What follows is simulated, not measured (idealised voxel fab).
Process module under the name voxel wiring stack
Square cells of 5 nm make up the cross-section cut, whose width is 195 nm.
When this document writes out a cross-section, it uses a grid of square cells and lists it as bands, beginning at the top and moving down, with a band standing for one or more rows of cells.
Quick guide to a band line: top height, bottom height (nm) up front; then every material left to right with its width in nm. Only one material and it's marked "throughout"? Then it fills the band edge to edge. And "air" just means empty space.
We count height from 0. Below that, the starting wafer is all one material. The lowest band never ends at the bottom but goes on down; see "0 down" for how that is written.
A width such as "30 to 40" changes by the same amount from each row of cells to the next, from the band's top row to its bottom row.
When a step is marked "no alteration", none of the cells in the cross-section changed during that step.
In the "Enclosed voids" entry, you get each enclosed empty space of 8 cells or more, one with no open way to the top, written width x height at distance, distance from the left edge, in nm.
Past the settings on a step's line: simulator remark, on that step.
overlay nm: right-of-plan distance of the mask on a masked step; negative values mean left-of-plan.
**The steps planned for the process are as follows**
1 RECEIVE | material Si
2 CONFORMAL_DEP | material SiO2 | thk nm 15
3 CONFORMAL_DEP | material SiCN | thk nm 5
4 DIRECTIONAL_DEP | material SiO2 | thk nm 20
5 MASKED_ETCH | tone open | mask id METAL_1 | width nm 30 | pitch nm 45 | etch materials SiO2 | depth nm 20 | overlay nm 0
6 MASKED_ETCH | tone open | mask id METAL_1 | width nm 30 | pitch nm 45 | etch materials SiCN | depth nm 5 | overlay nm 0
7 CONFORMAL_DEP | material TiN | thk nm 5
8 FILL_DEP | material W | thk nm 10
9 CMP | height nm 40
10 CONFORMAL_DEP | material SiCN | thk nm 5
11 DIRECTIONAL_DEP | material SiO2 | thk nm 15
12 MASKED_ETCH | tone open | mask id PLUG_1 | width nm 15 | pitch nm 45 | etch materials SiO2 | depth nm 15 | overlay nm 0
13 MASKED_ETCH | tone open | mask id PLUG_1 | width nm 15 | pitch nm 45 | etch materials SiCN | depth nm 5 | overlay nm 0
14 CONFORMAL_DEP | material TiN | thk nm 5
15 FILL_DEP | material Cu | thk nm 10
16 CMP | height nm 60
17 CONFORMAL_DEP | material SiCN | thk nm 5
18 DIRECTIONAL_DEP | material lowk | thk nm 25
19 DIRECTIONAL_DEP | material aC | thk nm 10
20 PATTERN | tone open | mask id METAL_2 | material resist | width nm 30 | pitch nm 45 | thk nm 30 | overlay nm 0
21 DIRECTIONAL_ETCH | etch materials aC | depth nm 10
22 STRIP | etch materials resist
23 DIRECTIONAL_ETCH | etch materials lowk | depth nm 25
24 DIRECTIONAL_ETCH | etch materials SiCN | depth nm 5
25 STRIP | etch materials aC
26 CONFORMAL_DEP | material TiN | thk nm 5
27 FILL_DEP | material Ru | thk nm 10
28 CMP | height nm 90
29 CONFORMAL_DEP | material SiCN | thk nm 5
**As received (post step 1): cross-section**
  0 down | Si throughout
  Enclosed voids: none
**First of two wafers at the end of the module, shown in cross-section; run carried out as planned**
  95 to 90 | SiCN throughout
  90 to 65 | lowk 60 nm, TiN 5 nm, Ru 20 nm, TiN 5 nm, lowk 15 nm, TiN 5 nm, Ru 20 nm, TiN 5 nm, lowk 60 nm
  65 to 60 | SiCN 60 nm, TiN 30 nm, SiCN 15 nm, TiN 30 nm, SiCN 60 nm
  60 to 45 | SiO2 60 nm, TiN 5 nm, Cu 5 nm, TiN 5 nm, SiO2 30 nm, TiN 5 nm, Cu 5 nm, TiN 5 nm, SiO2 75 nm
  45 to 40 | SiCN 60 nm, TiN 15 nm, SiCN 30 nm, TiN 15 nm, SiCN 75 nm
  40 to 20 | SiO2 60 nm, TiN 5 nm, W 20 nm, TiN 5 nm, SiO2 15 nm, TiN 5 nm, W 20 nm, TiN 5 nm, SiO2 60 nm
  20 to 15 | SiCN 60 nm, TiN 30 nm, SiCN 15 nm, TiN 30 nm, SiCN 60 nm
  15 to 0 | SiO2 throughout
  0 down | Si throughout
  Enclosed voids: none
**This cross-section belongs to the second wafer of two at the end of the module; the start and the plan were shared with the first, and the run included one mistake**
  95 to 90 | SiCN throughout
  90 to 65 | lowk 60 nm, TiN 5 nm, Ru 20 nm, TiN 5 nm, lowk 15 nm, TiN 5 nm, Ru 20 nm, TiN 5 nm, lowk 60 nm
  65 to 55 | SiCN 60 nm, TiN 30 to 15 nm, SiCN 15 to 30 nm, TiN 30 to 15 nm, SiCN 60 to 75 nm
  55 to 45 | W throughout
  45 to 40 | TiN 65 nm, W 20 nm, TiN 25 nm, W 20 nm, TiN 65 nm
  40 to 20 | SiO2 60 nm, TiN 5 nm, W 20 nm, TiN 5 nm, SiO2 15 nm, TiN 5 nm, W 20 nm, TiN 5 nm, SiO2 60 nm
  20 to 15 | SiCN 60 nm, TiN 30 nm, SiCN 15 nm, TiN 30 nm, SiCN 60 nm
  15 to 0 | SiO2 throughout
  0 down | Si throughout
  Enclosed voids: none
Which mistake was made when the wafer was run? the plan's step 9 was left out and never carried out
The closing comparison, in cells, has the second wafer with more or fewer of some materials than the first: Cu: 6 fewer | SiO2: 99 fewer | TiN: 19 more | W: 86 more
